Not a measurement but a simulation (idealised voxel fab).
You're looking at the process module voxel ribs on slabs.
Square cell edge 5 nm, section width 225 nm, ID cut.
Format of a cross-section: grid, square cells. Given as bands. Order: top down. Band: one or more rows of cells.
Heads up on the band format: heights come first, top then bottom, in nm. After that it's the materials left to right, each with its width in nm. A single material flagged "full width" fills the whole band edge to edge, and "empty" means there's empty space there.
Height 0 is the level under which the wafer as received is all one material. The lowest band goes on downwards, as in "z 0 and below".
Width spec "30..40" -> top row of cells at first value, bottom row at second value, equal per-row change in between.
"identical to before" (step): cross-section cells unchanged, all of them.
"Voids, sealed": sealed empty spaces, 8 cells or more, no open way to top, listed width x height at distance, with distance from the left edge and width, height and distance in nm.
Text after the settings on a step's line: the simulator's own remark on that step.
Steps that use a mask can have "overlay nm" on their line. It says how far the mask sat to the right of where it was meant to be. Negative means to the left.
Process steps (planned):
1 RECEIVE: material Si
2 DIRECTIONAL_DEP: material SiO2, thk nm 25
3 DIRECTIONAL_DEP: material polySi, thk nm 20
4 PATTERN: tone cover, mask id RIB, material resist, width nm 15, thk nm 20, overlay nm 0
5 DIRECTIONAL_ETCH: etch materials polySi, depth nm 15
6 STRIP: etch materials resist
7 MASKED_ETCH: tone cover, mask id SLAB, width nm 65, etch materials polySi, depth nm 5, overlay nm 0
8 FILL_DEP: material SiO2, thk nm 20
9 CMP: height nm 55
10 DIRECTIONAL_DEP: material W, thk nm 10
11 PATTERN: tone cover, mask id HEATER, material resist, width nm 25, thk nm 15, overlay nm 0
12 DIRECTIONAL_ETCH: etch materials W, depth nm 10
13 STRIP: etch materials resist
14 CONFORMAL_DEP: material SiN, thk nm 10
Wafer as received: cross-section following step 1:
  z 0 and below: Si full width
  Voids, sealed: none
Wafer at module end, in section. Began as above, planned as above, run with one mistake:
  z 75 to 65: 90 nm empty  45 nm SiN  90 nm empty
  z 65 to 55: 100 nm SiN  25 nm W  100 nm SiN
  z 55 to 45: SiN full width
  z 45 to 30: 105 nm SiN  15 nm polySi  105 nm SiN
  z 30 to 25: 80 nm SiN  65 nm polySi  80 nm SiN
  z 25 to 0: SiO2 full width
  z 0 and below: Si full width
  Voids, sealed: none
what went wrong: step 8 was not run as planned; what actually ran was FILL_DEP: material SiN, thk nm 20
